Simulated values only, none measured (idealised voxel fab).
Process module heading - voxel gate over fins
Displayed cross-section: cut, width of 285 nm, square cells sized 5 nm.
A cross-section in this document is a grid of square cells, and it is written down as bands, the top band listed before the ones below it; a band is made up of one or more rows of cells.
Top height, bottom height, nm. Materials left to right, width each, nm. Single material + "everywhere" = fills band edge to edge. "air" = empty.
It should be noted that heights are counted from 0, beneath which the wafer as supplied is of one material throughout, and that the lowest band possesses no lower boundary but continues downward, as written in "0 nm and below".
A two-number width, for instance "30..40", indicates that the width is equal to the first number in the top row of the band and to the second number in the bottom row, and that it changes by a constant amount per row of cells.
Given "nothing was modified" for a step, no cell of the cross-section differs between before and after that step.
"Enclosed cavity list" means: voids of 8 cells or more that are shut off from the top with no open way through. Written width x height at distance, distance from the left edge, in nm.
Whatever follows a step's settings on its line is a remark the simulator itself makes about that step.
overlay nm: mask right of planned place by this much (step with mask). Neg. = left.
**So here's the lineup of process steps we planned**
| 1 | RECEIVE,material Si |
| 2 | CONFORMAL_DEP,material SiN,thk nm 10 |
| 3 | MASKED_ETCH,tone cover,mask id FINS,width nm 15,pitch nm 60,etch materials SiN,depth nm 10,overlay nm 0 |
| 4 | MASKED_ETCH,tone cover,mask id FINS,width nm 15,pitch nm 60,etch materials Si,depth nm 35,overlay nm 0 |
| 5 | OXIDIZE,depth nm 5 |
| 6 | FILL_DEP,material SiO2,thk nm 10 |
| 7 | CMP,height nm 10 |
| 8 | PATTERN,tone open,mask id RAIL,material resist,width nm 15,thk nm 20,overlay nm 0 |
| 9 | DIRECTIONAL_ETCH,etch materials SiO2,depth nm 40 |
| 10 | STRIP,etch materials resist |
| 11 | CONFORMAL_DEP,material TiN,thk nm 5 |
| 12 | FILL_DEP,material W,thk nm 10 |
| 13 | CMP,height nm 10 |
| 14 | SELECTIVE_ETCH,etch materials W Ru TiN,depth nm 35 |
| 15 | FILL_DEP,material SiO2,thk nm 5 |
| 16 | CMP,height nm 10 |
| 17 | SELECTIVE_ETCH,etch materials SiO2,depth nm 25 |
| 18 | STRIP,etch materials SiN |
| 19 | CONFORMAL_DEP,material HfO2,thk nm 5 |
| 20 | CONFORMAL_DEP,material TiN,thk nm 5 |
| 21 | CONFORMAL_DEP,material TiAl,thk nm 5 |
| 22 | CONFORMAL_DEP,material TiN,thk nm 5 |
| 23 | FILL_DEP,material W,thk nm 10 |
| 24 | CMP,height nm 25 |
| 25 | CONFORMAL_DEP,material SiCN,thk nm 10 |
**Wafer, first of two, run as planned**
**This is the cross-section of the wafer as we received it, i.e. after step 1**
* 0 nm and below  Si everywhere
* Enclosed cavity list: none
**after step 2**
* 10 nm to 0 nm  SiN everywhere
* Under 0: no change, same as before.
**after step 3**
* 10 nm to 0 nm  105 air; 15 SiN; 45 air; 15 SiN; 105 air
* Under 0: no change, same as before.
**after step 4**
* 10 nm to 0 nm  105 air; 15 SiN; 45 air; 15 SiN; 105 air
* 0 nm to -35 nm  105 air; 15 Si; 45 air; 15 Si; 105 air
* Under -35: no change, same as before.
**after step 5**
* 10 nm to 0 nm  105 air; 15 SiN; 45 air; 15 SiN; 105 air
* 0 nm to -35 nm  105 air; 5 SiO2; 5 Si; 5 SiO2; 45 air; 5 SiO2; 5 Si; 5 SiO2; 105 air
* -35 nm to -40 nm  110 SiO2; 5 Si; 55 SiO2; 5 Si; 110 SiO2
* Under -40: no change, same as before.
**after step 6**
* 20 nm to 10 nm  SiO2 everywhere
* 10 nm to 0 nm  105 SiO2; 15 SiN; 45 SiO2; 15 SiN; 105 SiO2
* 0 nm to -40 nm  110 SiO2; 5 Si; 55 SiO2; 5 Si; 110 SiO2
* Under -40: no change, same as before.
**after step 7**
* 10 nm to 0 nm  105 SiO2; 15 SiN; 45 SiO2; 15 SiN; 105 SiO2
* Under 0: no change, same as before.
**after step 8**
* 30 nm to 10 nm  135 resist; 15 air; 135 resist
* Under 10: no change, same as before.
**after step 9**
* 30 nm to 10 nm  135 resist; 15 air; 135 resist
* 10 nm to 0 nm  105 SiO2; 15 SiN; 15 SiO2; 15 air; 15 SiO2; 15 SiN; 105 SiO2
* 0 nm to -30 nm  110 SiO2; 5 Si; 20 SiO2; 15 air; 20 SiO2; 5 Si; 110 SiO2
* Under -30: no change, same as before.
**after step 10**
* 10 nm to 0 nm  105 SiO2; 15 SiN; 15 SiO2; 15 air; 15 SiO2; 15 SiN; 105 SiO2
* Under 0: no change, same as before.
**after step 11**
* 15 nm to 10 nm  140 TiN; 5 air; 140 TiN
* 10 nm to 0 nm  105 SiO2; 15 SiN; 15 SiO2; 5 TiN; 5 air; 5 TiN; 15 SiO2; 15 SiN; 105 SiO2
* 0 nm to -25 nm  110 SiO2; 5 Si; 20 SiO2; 5 TiN; 5 air; 5 TiN; 20 SiO2; 5 Si; 110 SiO2
* -25 nm to -30 nm  110 SiO2; 5 Si; 20 SiO2; 15 TiN; 20 SiO2; 5 Si; 110 SiO2
* Under -30: no change, same as before.
**after step 12**
* 25 nm to 15 nm  W everywhere
* 15 nm to 10 nm  140 TiN; 5 W; 140 TiN
* 10 nm to 0 nm  105 SiO2; 15 SiN; 15 SiO2; 5 TiN; 5 W; 5 TiN; 15 SiO2; 15 SiN; 105 SiO2
* 0 nm to -25 nm  110 SiO2; 5 Si; 20 SiO2; 5 TiN; 5 W; 5 TiN; 20 SiO2; 5 Si; 110 SiO2
* Under -25: no change, same as before.
**after step 13**
* 10 nm to 0 nm  105 SiO2; 15 SiN; 15 SiO2; 5 TiN; 5 W; 5 TiN; 15 SiO2; 15 SiN; 105 SiO2
* Under 0: no change, same as before.
**after step 14**
* 10 nm to 0 nm  105 SiO2; 15 SiN; 15 SiO2; 15 air; 15 SiO2; 15 SiN; 105 SiO2
* 0 nm to -25 nm  110 SiO2; 5 Si; 20 SiO2; 15 air; 20 SiO2; 5 Si; 110 SiO2
* Under -25: no change, same as before.
**after step 15**
* 15 nm to 10 nm  SiO2 everywhere
* 10 nm to 0 nm  105 SiO2; 15 SiN; 45 SiO2; 15 SiN; 105 SiO2
* 0 nm to -25 nm  110 SiO2; 5 Si; 55 SiO2; 5 Si; 110 SiO2
* Under -25: no change, same as before.
**after step 16**
* 10 nm to 0 nm  105 SiO2; 15 SiN; 45 SiO2; 15 SiN; 105 SiO2
* Under 0: no change, same as before.
**after step 17**
* 10 nm to 0 nm  105 air; 15 SiN; 45 air; 15 SiN; 105 air
* 0 nm to -15 nm  110 air; 5 Si; 55 air; 5 Si; 110 air
* Under -15: no change, same as before.
**after step 18**
* 0 nm to -15 nm  110 air; 5 Si; 55 air; 5 Si; 110 air
* Under -15: no change, same as before.
**after step 19**
* 5 nm to 0 nm  105 air; 15 HfO2; 45 air; 15 HfO2; 105 air
* 0 nm to -10 nm  105 air; 5 HfO2; 5 Si; 5 HfO2; 45 air; 5 HfO2; 5 Si; 5 HfO2; 105 air
* -10 nm to -15 nm  110 HfO2; 5 Si; 55 HfO2; 5 Si; 110 HfO2
* Under -15: no change, same as before.
**after step 20**
* 10 nm to 5 nm  100 air; 25 TiN; 35 air; 25 TiN; 100 air
* 5 nm to 0 nm  100 air; 5 TiN; 15 HfO2; 5 TiN; 35 air; 5 TiN; 15 HfO2; 5 TiN; 100 air
* 0 nm to -5 nm  100 air; 5 TiN; 5 HfO2; 5 Si; 5 HfO2; 5 TiN; 35 air; 5 TiN; 5 HfO2; 5 Si; 5 HfO2; 5 TiN; 100 air
* -5 nm to -10 nm  105 TiN; 5 HfO2; 5 Si; 5 HfO2; 45 TiN; 5 HfO2; 5 Si; 5 HfO2; 105 TiN
* Under -10: no change, same as before.
**after step 21**
* 15 nm to 10 nm  95 air; 35 TiAl; 25 air; 35 TiAl; 95 air
* 10 nm to 5 nm  95 air; 5 TiAl; 25 TiN; 5 TiAl; 25 air; 5 TiAl; 25 TiN; 5 TiAl; 95 air
* 5 nm to 0 nm  95 air; 5 TiAl; 5 TiN; 15 HfO2; 5 TiN; 5 TiAl; 25 air; 5 TiAl; 5 TiN; 15 HfO2; 5 TiN; 5 TiAl; 95 air
* 0 nm to -5 nm  100 TiAl; 5 TiN; 5 HfO2; 5 Si; 5 HfO2; 5 TiN; 35 TiAl; 5 TiN; 5 HfO2; 5 Si; 5 HfO2; 5 TiN; 100 TiAl
* Under -5: no change, same as before.
**after step 22**
* 20 nm to 15 nm  90 air; 45 TiN; 15 air; 45 TiN; 90 air
* 15 nm to 10 nm  90 air; 5 TiN; 35 TiAl; 5 TiN; 15 air; 5 TiN; 35 TiAl; 5 TiN; 90 air
* 10 nm to 5 nm  90 air; 5 TiN; 5 TiAl; 25 TiN; 5 TiAl; 5 TiN; 15 air; 5 TiN; 5 TiAl; 25 TiN; 5 TiAl; 5 TiN; 90 air
* 5 nm to 0 nm  95 TiN; 5 TiAl; 5 TiN; 15 HfO2; 5 TiN; 5 TiAl; 25 TiN; 5 TiAl; 5 TiN; 15 HfO2; 5 TiN; 5 TiAl; 95 TiN
* Under 0: no change, same as before.
**after step 23**
* 30 nm to 20 nm  W everywhere
* 20 nm to 15 nm  90 W; 45 TiN; 15 W; 45 TiN; 90 W
* 15 nm to 10 nm  90 W; 5 TiN; 35 TiAl; 5 TiN; 15 W; 5 TiN; 35 TiAl; 5 TiN; 90 W
* 10 nm to 5 nm  90 W; 5 TiN; 5 TiAl; 25 TiN; 5 TiAl; 5 TiN; 15 W; 5 TiN; 5 TiAl; 25 TiN; 5 TiAl; 5 TiN; 90 W
* Under 5: no change, same as before.
**after step 24**
* 25 nm to 20 nm  W everywhere
* Under 20: no change, same as before.
**after step 25**
* 35 nm to 25 nm  SiCN everywhere
* Under 25: no change, same as before.
**What follows concerns the second wafer, which started out like the first and was meant to follow the very same plan; one mistake crept in when it was run, but everything up to and including step 7 is the same as for the first wafer**
**At the planned end of step 8, the second wafer in cross-section**
* 30 nm to 10 nm  135 resist; 20 air; 130 resist
* Under 10: no change, same as before.
**At the planned end of step 9, the second wafer in cross-section**
* 30 nm to 10 nm  135 resist; 20 air; 130 resist
* 10 nm to 0 nm  105 SiO2; 15 SiN; 15 SiO2; 20 air; 10 SiO2; 15 SiN; 105 SiO2
* 0 nm to -30 nm  110 SiO2; 5 Si; 20 SiO2; 20 air; 15 SiO2; 5 Si; 110 SiO2
* Under -30: no change, same as before.
**At the planned end of step 10, the second wafer in cross-section**
* 10 nm to 0 nm  105 SiO2; 15 SiN; 15 SiO2; 20 air; 10 SiO2; 15 SiN; 105 SiO2
* Under 0: no change, same as before.
**At the planned end of step 11, the second wafer in cross-section**
* 15 nm to 10 nm  140 TiN; 10 air; 135 TiN
* 10 nm to 0 nm  105 SiO2; 15 SiN; 15 SiO2; 5 TiN; 10 air; 5 TiN; 10 SiO2; 15 SiN; 105 SiO2
* 0 nm to -25 nm  110 SiO2; 5 Si; 20 SiO2; 5 TiN; 10 air; 5 TiN; 15 SiO2; 5 Si; 110 SiO2
* -25 nm to -30 nm  110 SiO2; 5 Si; 20 SiO2; 20 TiN; 15 SiO2; 5 Si; 110 SiO2
* Under -30: no change, same as before.
**At the planned end of step 12, the second wafer in cross-section**
* 25 nm to 15 nm  W everywhere
* 15 nm to 10 nm  140 TiN; 10 W; 135 TiN
* 10 nm to 0 nm  105 SiO2; 15 SiN; 15 SiO2; 5 TiN; 10 W; 5 TiN; 10 SiO2; 15 SiN; 105 SiO2
* 0 nm to -25 nm  110 SiO2; 5 Si; 20 SiO2; 5 TiN; 10 W; 5 TiN; 15 SiO2; 5 Si; 110 SiO2
* Under -25: no change, same as before.
**At the planned end of step 13, the second wafer in cross-section**
* 10 nm to 0 nm  105 SiO2; 15 SiN; 15 SiO2; 5 TiN; 10 W; 5 TiN; 10 SiO2; 15 SiN; 105 SiO2
* Under 0: no change, same as before.
**At the planned end of step 14, the second wafer in cross-section**
* 10 nm to 0 nm  105 SiO2; 15 SiN; 15 SiO2; 20 air; 10 SiO2; 15 SiN; 105 SiO2
* 0 nm to -25 nm  110 SiO2; 5 Si; 20 SiO2; 20 air; 15 SiO2; 5 Si; 110 SiO2
* Under -25: no change, same as before.
**At the planned end of step 15, the second wafer in cross-section**
* 15 nm to 10 nm  SiO2 everywhere
* 10 nm to 0 nm  105 SiO2; 15 SiN; 45 SiO2; 15 SiN; 105 SiO2
* 0 nm to -25 nm  110 SiO2; 5 Si; 55 SiO2; 5 Si; 110 SiO2
* Under -25: no change, same as before.
**At the planned end of step 16, the second wafer in cross-section**
* 10 nm to 0 nm  105 SiO2; 15 SiN; 45 SiO2; 15 SiN; 105 SiO2
* Under 0: no change, same as before.
**At the planned end of step 17, the second wafer in cross-section**
* 10 nm to 0 nm  105 air; 15 SiN; 45 air; 15 SiN; 105 air
* 0 nm to -15 nm  110 air; 5 Si; 55 air; 5 Si; 110 air
* Under -15: no change, same as before.
**At the planned end of step 18, the second wafer in cross-section**
* 0 nm to -15 nm  110 air; 5 Si; 55 air; 5 Si; 110 air
* Under -15: no change, same as before.
**At the planned end of step 19, the second wafer in cross-section**
* 5 nm to 0 nm  105 air; 15 HfO2; 45 air; 15 HfO2; 105 air
* 0 nm to -10 nm  105 air; 5 HfO2; 5 Si; 5 HfO2; 45 air; 5 HfO2; 5 Si; 5 HfO2; 105 air
* -10 nm to -15 nm  110 HfO2; 5 Si; 55 HfO2; 5 Si; 110 HfO2
* Under -15: no change, same as before.
**At the planned end of step 20, the second wafer in cross-section**
* 10 nm to 5 nm  100 air; 25 TiN; 35 air; 25 TiN; 100 air
* 5 nm to 0 nm  100 air; 5 TiN; 15 HfO2; 5 TiN; 35 air; 5 TiN; 15 HfO2; 5 TiN; 100 air
* 0 nm to -5 nm  100 air; 5 TiN; 5 HfO2; 5 Si; 5 HfO2; 5 TiN; 35 air; 5 TiN; 5 HfO2; 5 Si; 5 HfO2; 5 TiN; 100 air
* -5 nm to -10 nm  105 TiN; 5 HfO2; 5 Si; 5 HfO2; 45 TiN; 5 HfO2; 5 Si; 5 HfO2; 105 TiN
* Under -10: no change, same as before.
**At the planned end of step 21, the second wafer in cross-section**
* 15 nm to 10 nm  95 air; 35 TiAl; 25 air; 35 TiAl; 95 air
* 10 nm to 5 nm  95 air; 5 TiAl; 25 TiN; 5 TiAl; 25 air; 5 TiAl; 25 TiN; 5 TiAl; 95 air
* 5 nm to 0 nm  95 air; 5 TiAl; 5 TiN; 15 HfO2; 5 TiN; 5 TiAl; 25 air; 5 TiAl; 5 TiN; 15 HfO2; 5 TiN; 5 TiAl; 95 air
* 0 nm to -5 nm  100 TiAl; 5 TiN; 5 HfO2; 5 Si; 5 HfO2; 5 TiN; 35 TiAl; 5 TiN; 5 HfO2; 5 Si; 5 HfO2; 5 TiN; 100 TiAl
* Under -5: no change, same as before.
**At the planned end of step 22, the second wafer in cross-section**
* 20 nm to 15 nm  90 air; 45 TiN; 15 air; 45 TiN; 90 air
* 15 nm to 10 nm  90 air; 5 TiN; 35 TiAl; 5 TiN; 15 air; 5 TiN; 35 TiAl; 5 TiN; 90 air
* 10 nm to 5 nm  90 air; 5 TiN; 5 TiAl; 25 TiN; 5 TiAl; 5 TiN; 15 air; 5 TiN; 5 TiAl; 25 TiN; 5 TiAl; 5 TiN; 90 air
* 5 nm to 0 nm  95 TiN; 5 TiAl; 5 TiN; 15 HfO2; 5 TiN; 5 TiAl; 25 TiN; 5 TiAl; 5 TiN; 15 HfO2; 5 TiN; 5 TiAl; 95 TiN
* Under 0: no change, same as before.
**At the planned end of step 23, the second wafer in cross-section**
* 30 nm to 20 nm  W everywhere
* 20 nm to 15 nm  90 W; 45 TiN; 15 W; 45 TiN; 90 W
* 15 nm to 10 nm  90 W; 5 TiN; 35 TiAl; 5 TiN; 15 W; 5 TiN; 35 TiAl; 5 TiN; 90 W
* 10 nm to 5 nm  90 W; 5 TiN; 5 TiAl; 25 TiN; 5 TiAl; 5 TiN; 15 W; 5 TiN; 5 TiAl; 25 TiN; 5 TiAl; 5 TiN; 90 W
* Under 5: no change, same as before.
**At the planned end of step 24, the second wafer in cross-section**
* 25 nm to 20 nm  W everywhere
* Under 20: no change, same as before.
**At the planned end of step 25, the second wafer in cross-section**
* 35 nm to 25 nm  SiCN everywhere
* Under 25: no change, same as before.
Plan not followed: step 8 went in with a setting other than planned; the actual run was PATTERN,tone open,mask id RAIL,material resist,width nm 20,thk nm 20,overlay nm 0
Wafer comparison, final, in cells, second relative to first, materials more or fewer: -1 SiO2 | +1 TiN
